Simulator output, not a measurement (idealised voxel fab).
voxel capacitor over wiring: a process module
We display cut, a cross-section 230 nm in width whose square cells are each 5 nm.
Throughout this document, each cross-section is represented as a grid of square cells and is presented as a sequence of bands enumerated from the top downward, where a band comprises one or more rows of cells.
First you get the band's top height and its bottom height, in nm, and then the materials it's made of, left to right, with each width in nm. If you see a single material with "full width", that one covers the band edge to edge. "air" is empty space.
A quick word on heights: they are counted from 0, and under that level the wafer as it came to us is one material throughout. The lowest band is different from the rest in having no bottom; it simply continues downward, written as in "from 0 down".
Width "30 to 40": first value at the band's top row of cells, second value at its bottom row, equal change from row to row.
When a step is marked "remained unchanged", none of the cells in the cross-section changed during that step.
"Closed void entries" enumerates empty spaces isolated from the top, with no open way to it, that contain at least 8 cells, giving each as width x height at distance from the left edge, all three in nm.
Heads up: the bit after the settings on a step's line is the simulator's remark on that step.
Among the settings permitted on a step's line is "overlay nm"; applied to a step with a mask, it specifies the extent to which the mask lay to the right of its planned position, whereas a negative figure signifies a position to the left.

SO HERE'S THE LINEUP OF PROCESS STEPS WE PLANNED
step 1: RECEIVE: material Si
step 2: CONFORMAL_DEP: material SiO2, thk nm 10
step 3: CONFORMAL_DEP: material SiCN, thk nm 5
step 4: DIRECTIONAL_DEP: material SiO2, thk nm 20
step 5: DIRECTIONAL_DEP: material aC, thk nm 10
step 6: PATTERN: tone open, mask id METAL_1, material resist, width nm 25, pitch nm 95, thk nm 25, overlay nm 0
step 7: DIRECTIONAL_ETCH: etch materials aC, depth nm 10
step 8: STRIP: etch materials resist
step 9: DIRECTIONAL_ETCH: etch materials SiO2, depth nm 20
step 10: DIRECTIONAL_ETCH: etch materials SiCN, depth nm 5
step 11: STRIP: etch materials aC
step 12: CONFORMAL_DEP: material TiN, thk nm 5
step 13: FILL_DEP: material Cu, thk nm 10
step 14: CMP: height nm 35
step 15: CONFORMAL_DEP: material SiCN, thk nm 5
step 16: DIRECTIONAL_DEP: material SiO2, thk nm 10
step 17: PATTERN: tone open, mask id PLUG_1, material resist, width nm 15, thk nm 15, overlay nm 0
step 18: DIRECTIONAL_ETCH: etch materials SiO2, depth nm 10
step 19: DIRECTIONAL_ETCH: etch materials SiCN, depth nm 5
step 20: STRIP: etch materials resist
step 21: CONFORMAL_DEP: material TiN, thk nm 5
step 22: FILL_DEP: material Cu, thk nm 10
step 23: CMP: height nm 50
step 24: DIRECTIONAL_DEP: material TiN, thk nm 5
step 25: DIRECTIONAL_DEP: material SiN, thk nm 5
step 26: DIRECTIONAL_DEP: material TiN, thk nm 5
step 27: MASKED_ETCH: tone cover, mask id UPPER_PLATE, width nm 75, etch materials TiN, depth nm 5, overlay nm 0
step 28: MASKED_ETCH: tone cover, mask id UPPER_PLATE, width nm 75, etch materials SiN, depth nm 5, overlay nm 0
step 29: DIRECTIONAL_DEP: material aC, thk nm 10
step 30: PATTERN: tone cover, mask id LOWER_PLATE, material resist, width nm 85, thk nm 25, overlay nm 0
step 31: DIRECTIONAL_ETCH: etch materials aC, depth nm 10
step 32: STRIP: etch materials resist
step 33: DIRECTIONAL_ETCH: etch materials TiN, depth nm 5
step 34: STRIP: etch materials aC
step 35: FILL_DEP: material SiO2, thk nm 15
step 36: CMP: height nm 75
step 37: DIRECTIONAL_DEP: material aC, thk nm 15
step 38: PATTERN: tone open, mask id PLUG_2, material resist, width nm 15, thk nm 30, overlay nm 0
step 39: DIRECTIONAL_ETCH: etch materials aC, depth nm 15
step 40: STRIP: etch materials resist
step 41: DIRECTIONAL_ETCH: etch materials SiO2, depth nm 10
step 42: STRIP: etch materials aC
step 43: CONFORMAL_DEP: material TiN, thk nm 5
step 44: FILL_DEP: material W, thk nm 10
step 45: CMP: height nm 75
step 46: CONFORMAL_DEP: material SiN, thk nm 5

STEP 1 COMPLETE: CROSS-SECTION OF THE WAFER AS RECEIVED
    from 0 down = Si full width
    Closed void entries: none

FIRST WAFER OF TWO, SECTIONED AT END OF MODULE; RUN WENT PER PLAN
    from 80 to 75 = SiN full width
    from 75 to 70 = SiO2 75 nm | TiN 5 nm | W 5 nm | TiN 5 nm | SiO2 140 nm
    from 70 to 60 = SiO2 75 to 65 nm | TiN 15 to 75 nm | SiO2 140 to 90 nm
    from 60 to 55 = SiO2 65 nm | SiN 75 nm | SiO2 90 nm
    from 55 to 50 = SiO2 60 nm | TiN 85 nm | SiO2 85 nm
    from 50 to 40 = SiO2 65 nm | TiN 5 nm | Cu 5 nm | TiN 5 nm | SiO2 150 nm
    from 40 to 35 = SiCN 65 nm | TiN 15 nm | SiCN 150 nm
    from 35 to 15 = SiO2 55 nm | TiN 5 nm | Cu 15 nm | TiN 5 nm | SiO2 70 nm | TiN 5 nm | Cu 15 nm | TiN 5 nm | SiO2 55 nm
    from 15 to 10 = SiCN 55 nm | TiN 25 nm | SiCN 70 nm | TiN 25 nm | SiCN 55 nm
    from 10 to 0 = SiO2 full width
    from 0 down = Si full width
    Closed void entries: none

END-OF-MODULE CROSS-SECTION OF THE SECOND WAFER: IDENTICAL STARTING POINT AND PROCESS PLAN TO THE FIRST, WITH ONE PROCESSING MISTAKE
    from 80 to 75 = SiN full width
    from 75 to 70 = SiO2 75 nm | TiN 5 nm | W 5 nm | TiN 5 nm | SiO2 140 nm
    from 70 to 60 = SiO2 75 to 65 nm | TiN 15 to 75 nm | SiO2 140 to 90 nm
    from 60 to 55 = SiO2 65 nm | SiN 75 nm | SiO2 90 nm
    from 55 to 50 = SiO2 60 nm | TiN 85 nm | SiO2 85 nm
    from 50 to 45 = TiN 70 nm | Cu 5 nm | TiN 155 nm
    from 45 to 35 = SiO2 65 nm | TiN 5 nm | Cu 5 nm | TiN 5 nm | SiO2 150 nm
    from 35 to 30 = SiCN 65 nm | TiN 15 nm | SiCN 150 nm
    from 30 to 15 = SiO2 55 nm | TiN 5 nm | Cu 15 nm | TiN 5 nm | SiO2 70 nm | TiN 5 nm | Cu 15 nm | TiN 5 nm | SiO2 55 nm
    from 15 to 10 = SiCN 55 nm | TiN 25 nm | SiCN 70 nm | TiN 25 nm | SiCN 55 nm
    from 10 to 0 = SiO2 full width
    from 0 down = Si full width
    Closed void entries: none
Where did the run depart from the plan? step 14 off recipe, ran as CMP: height nm 30
at the end the second wafer has, in cells: Cu: 5 fewer | SiO2: 36 fewer | TiN: 41 more
